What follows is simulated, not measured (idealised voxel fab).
The document below concerns the process module designated voxel ribs on slabs.
Cross-section cut: width 270 nm, square cells of 5 nm.
When this document writes out a cross-section, it uses a grid of square cells and lists it as bands, beginning at the top and moving down, with a band standing for one or more rows of cells. A band entry consists of two parts. The first gives the height of the band's top and the height of its bottom, in nm. The rest lists the band's materials from left to right, each with its width in nm. A single material labelled with the word "edge to edge" fills the band from edge to edge, and the word "empty" marks empty space. Zero point of the height axis is 0; under it, received wafer = one material. Lowest band: continues down indefinitely, "z 0 and below". When a width is written as two numbers, as in "30->40", the first number is the width in the top row of cells of the band and the second is the width in its bottom row, and the width changes by the same amount from each row to the next. Any step labelled "identical to before" changed none of the cells in the cross-section. For the entry "Entrapped void list", the listed items are empty spaces with no open way to the top whose size is 8 cells or more; each item follows the pattern width x height at distance, where distance is from the left edge and all three are in nm. Heads up: the bit after the settings on a step's line is the simulator's remark on that step. Regarding "overlay nm": on a step with a mask, it is the distance the mask lay to the right of its planned place; a negative value places it to the left.
Steps in the process plan
1,RECEIVE,material Si
2,DIRECTIONAL_DEP,material SiO2,thk nm 30
3,DIRECTIONAL_DEP,material polySi,thk nm 20
4,PATTERN,tone cover,mask id RIB,material resist,width nm 20,thk nm 15,overlay nm 0
5,DIRECTIONAL_ETCH,etch materials polySi,depth nm 5
6,STRIP,etch materials resist
7,DIRECTIONAL_DEP,material aC,thk nm 15
8,PATTERN,tone cover,mask id SLAB,material resist,width nm 50,thk nm 35,overlay nm 0
9,DIRECTIONAL_ETCH,etch materials aC,depth nm 15
10,STRIP,etch materials resist
11,DIRECTIONAL_ETCH,etch materials polySi,depth nm 15
12,STRIP,etch materials aC
13,FILL_DEP,material SiO2,thk nm 25
14,CMP,height nm 65
15,DIRECTIONAL_DEP,material TiN,thk nm 5
16,PATTERN,tone cover,mask id HEATER,material resist,width nm 30,thk nm 15,overlay nm 0
17,DIRECTIONAL_ETCH,etch materials TiN,depth nm 5
18,STRIP,etch materials resist
19,CONFORMAL_DEP,material SiO2,thk nm 10
Wafer cross-section on receipt, i.e. after step 1
* z 0 and below | Si edge to edge
* Entrapped void list: none
Post-module cross-section: identical start and plan to those above, one misstep in execution
* z 75 to 70 | 115 empty | 40 SiO2 | 115 empty
* z 70 to 65 | 120 SiO2 | 30 TiN | 120 SiO2
* z 65 to 50 | SiO2 edge to edge
* z 50 to 45 | 125 SiO2 | 20 polySi | 125 SiO2
* z 45 to 30 | 110 SiO2 | 50 polySi | 110 SiO2
* z 30 to 0 | SiO2 edge to edge
* z 0 and below | Si edge to edge
* Entrapped void list: none
Where did the run depart from the plan? step 19 ran differently from the plan; actual operation with settings: CONFORMAL_DEP,material SiO2,thk nm 5
